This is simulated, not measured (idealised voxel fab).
The process module that follows is named voxel transistor to metal.
Square cells of 5 nm make up the cross-section cut, whose width is 185 nm.
Each cross-section below is a grid of square cells, stated as bands in top-down order, with one or more rows of cells making up each band. Within each band entry, the heights of the top and of the bottom of the band appear first, in that order and in nm; the materials of the band then follow from left to right, each with its corresponding width in nm. The designation "all across" on a single material indicates that it fills the band from edge to edge; the designation "air" indicates empty space. A quick word on heights: they are counted from 0, and under that level the wafer as it came to us is one material throughout. The lowest band is different from the rest in having no bottom; it simply continues downward, written as in "from 0 down". You'd read "30..40" like this: the band's top row of cells is as wide as the first number, its bottom row is as wide as the second, and going down, every row changes width by the same amount as the row before did. "remained unchanged" after a step means that no cell of the cross-section changed. "Closed internal voids" means: voids of 8 cells or more that are shut off from the top with no open way through. Written width x height at distance, distance from the left edge, in nm. Anything after a step's settings on that line? It's the simulator's own note about the step. overlay nm: for a step with a mask, the amount by which the mask lay right of where it was planned; a negative amount means left of it.

[Listed below are the process steps as planned]
1) RECEIVE with material Si
2) CONFORMAL_DEP with material SiO2, thk nm 5
3) CONFORMAL_DEP with material SiN, thk nm 10
4) PATTERN with tone cover, mask id ACTIVE, material resist, width nm 95, thk nm 20, overlay nm 0
5) DIRECTIONAL_ETCH with etch materials SiN, depth nm 10
6) DIRECTIONAL_ETCH with etch materials SiO2, depth nm 5
7) DIRECTIONAL_ETCH with etch materials Si, depth nm 35
8) STRIP with etch materials resist
9) FILL_DEP with material SiO2, thk nm 5
10) CMP with height nm 15
11) SELECTIVE_ETCH with etch materials SiO2, depth nm 10
12) STRIP with etch materials SiN
13) SELECTIVE_ETCH with etch materials SiO2, depth nm 5
14) OXIDIZE with depth nm 5
15) DIRECTIONAL_DEP with material polySi, thk nm 25
16) DIRECTIONAL_DEP with material SiCN, thk nm 10
17) DIRECTIONAL_DEP with material aC, thk nm 10
18) PATTERN with tone cover, mask id GATE, material resist, width nm 25, thk nm 30, overlay nm 0
19) DIRECTIONAL_ETCH with etch materials aC, depth nm 10
20) STRIP with etch materials resist
21) DIRECTIONAL_ETCH with etch materials SiCN, depth nm 20
22) DIRECTIONAL_ETCH with etch materials polySi, depth nm 35
23) STRIP with etch materials aC
24) CONFORMAL_DEP with material SiN, thk nm 5
25) DIRECTIONAL_ETCH with etch materials SiN, depth nm 5
26) DIRECTIONAL_ETCH with etch materials SiO2, depth nm 5
27) DIRECTIONAL_ETCH with etch materials Si, depth nm 10
28) EPI with material pSi, thk nm 10
29) FILL_DEP with material SiO2, thk nm 10
30) CMP with height nm 25
31) STRIP with etch materials polySi
32) SELECTIVE_ETCH with etch materials SiO2, depth nm 5
33) CONFORMAL_DEP with material HfO2, thk nm 5
34) CONFORMAL_DEP with material TiN, thk nm 5
35) FILL_DEP with material W, thk nm 5
36) CMP with height nm 20
37) DIRECTIONAL_DEP with material SiO2, thk nm 10
38) PATTERN with tone open, mask id CONTACT, material resist, width nm 15, pitch nm 70, thk nm 15, overlay nm 0
39) DIRECTIONAL_ETCH with etch materials SiO2, depth nm 35
40) STRIP with etch materials resist
41) CONFORMAL_DEP with material TiN, thk nm 5
42) FILL_DEP with material Ru, thk nm 5
43) CMP with height nm 30
44) CONFORMAL_DEP with material SiN, thk nm 5
45) DIRECTIONAL_DEP with material SiO2, thk nm 15
46) PATTERN with tone open, mask id METAL_1, material resist, width nm 15, pitch nm 70, thk nm 20, overlay nm 0
47) DIRECTIONAL_ETCH with etch materials SiO2, depth nm 15
48) DIRECTIONAL_ETCH with etch materials SiN, depth nm 5
49) STRIP with etch materials resist
50) CONFORMAL_DEP with material TiN, thk nm 5
51) FILL_DEP with material Cu, thk nm 5
52) CMP with height nm 50
53) EPI with material Ru, thk nm 5
54) FILL_DEP with material SiCN, thk nm 5
55) DIRECTIONAL_DEP with material lowk, thk nm 30
56) MASKED_ETCH with tone open, mask id METAL_2, width nm 15, pitch nm 70, etch materials lowk, depth nm 20, overlay nm 0
57) MASKED_ETCH with tone open, mask id METAL_2_HOLES, width nm 15, pitch nm 70, etch materials lowk, depth nm 10, overlay nm 0
58) MASKED_ETCH with tone open, mask id METAL_2_HOLES, width nm 15, pitch nm 70, etch materials SiCN, depth nm 5, overlay nm 0
59) CONFORMAL_DEP with material TiN, thk nm 5
60) FILL_DEP with material Cu, thk nm 5
61) CMP with height nm 90
62) CONFORMAL_DEP with material SiN, thk nm 5

[Here's what the wafer looked like in cross-section when it arrived - that's after step 1]
	from 0 down  Si all across
	Closed internal voids: none

[As-planned run: cross-section of the first of two wafers at end of module]
	from 95 to 90  SiN all across
	from 90 to 60  50 lowk | 5 TiN | 5 Cu | 5 TiN | 55 lowk | 5 TiN | 5 Cu | 5 TiN | 50 lowk
	from 60 to 55  50 SiCN | 15 TiN | 55 SiCN | 15 TiN | 50 SiCN
	from 55 to 50  45 SiCN | 25 Ru | 45 SiCN | 25 Ru | 45 SiCN
	from 50 to 35  50 SiO2 | 5 TiN | 5 Cu | 5 TiN | 55 SiO2 | 5 TiN | 5 Cu | 5 TiN | 50 SiO2
	from 35 to 30  50 SiN | 15 TiN | 55 SiN | 15 TiN | 50 SiN
	from 30 to 20  50 SiO2 | 5 TiN | 5 Ru | 5 TiN | 55 SiO2 | 5 TiN | 5 Ru | 5 TiN | 50 SiO2
	from 20 to 5  50 SiO2 | 5 TiN | 5 Ru | 5 TiN | 10 SiO2 | 5 SiN | 5 HfO2 | 5 TiN | 5 W | 5 TiN | 5 HfO2 | 5 SiN | 10 SiO2 | 5 TiN | 5 Ru | 5 TiN | 50 SiO2
	from 5 to 0  50 SiO2 | 5 TiN | 5 Ru | 5 TiN | 10 pSi | 5 SiN | 5 HfO2 | 15 TiN | 5 HfO2 | 5 SiN | 10 pSi | 5 TiN | 5 Ru | 5 TiN | 50 SiO2
	from 0 to -5  50 SiO2 | 15 TiN | 10 pSi | 35 HfO2 | 10 pSi | 15 TiN | 50 SiO2
	from -5 to -15  45 SiO2 | 30 pSi | 35 Si | 30 pSi | 45 SiO2
	from -15 to -35  45 SiO2 | 95 Si | 45 SiO2
	from -35 down  Si all across
	Closed internal voids: none

[Here's the second of our two wafers sectioned at module end. Same start as the first, same plan, but one mistake got made running it]
	from 95 to 90  SiN all across
	from 90 to 60  50 lowk | 5 TiN | 5 Cu | 5 TiN | 55 lowk | 5 TiN | 5 Cu | 5 TiN | 50 lowk
	from 60 to 55  50 SiCN | 15 TiN | 55 SiCN | 15 TiN | 50 SiCN
	from 55 to 50  45 SiCN | 25 Ru | 45 SiCN | 25 Ru | 45 SiCN
	from 50 to 35  50 SiO2 | 5 TiN | 5 Cu | 5 TiN | 55 SiO2 | 5 TiN | 5 Cu | 5 TiN | 50 SiO2
	from 35 to 30  50 SiN | 15 TiN | 55 SiN | 15 TiN | 50 SiN
	from 30 to 20  40 SiO2 | 5 TiN | 5 Ru | 5 TiN | 55 SiO2 | 5 TiN | 5 Ru | 5 TiN | 60 SiO2
	from 20 to 10  40 SiO2 | 5 TiN | 5 Ru | 5 TiN | 20 SiO2 | 5 SiN | 5 HfO2 | 5 TiN | 5 W | 5 TiN | 5 HfO2 | 5 SiN | 5 TiN | 5 Ru | 5 TiN | 60 SiO2
	from 10 to 5  40 SiO2 | 5 TiN | 5 Ru | 5 TiN | 20 SiO2 | 5 SiN | 5 HfO2 | 5 TiN | 5 W | 5 TiN | 5 HfO2 | 5 SiN | 15 TiN | 60 SiO2
	from 5 to 0  40 SiO2 | 5 TiN | 5 Ru | 5 TiN | 10 SiO2 | 10 pSi | 5 SiN | 5 HfO2 | 15 TiN | 5 HfO2 | 5 SiN | 10 pSi | 5 TiN | 60 SiO2
	from 0 to -5  40 SiO2 | 15 TiN | 10 SiO2 | 10 pSi | 35 HfO2 | 10 pSi | 5 TiN | 60 SiO2
	from -5 to -15  45 SiO2 | 30 pSi | 35 Si | 30 pSi | 45 SiO2
	from -15 to -35  45 SiO2 | 95 Si | 45 SiO2
	from -35 down  Si all across
	Closed internal voids: none
Processing error: step 38: run off-plan, actual operation and settings PATTERN with tone open, mask id CONTACT, material resist, width nm 15, pitch nm 70, thk nm 15, overlay nm -10
Cell-count delta at end, second wafer over first, by material: Ru: 2 fewer | SiO2: 4 more | TiN: 2 fewer
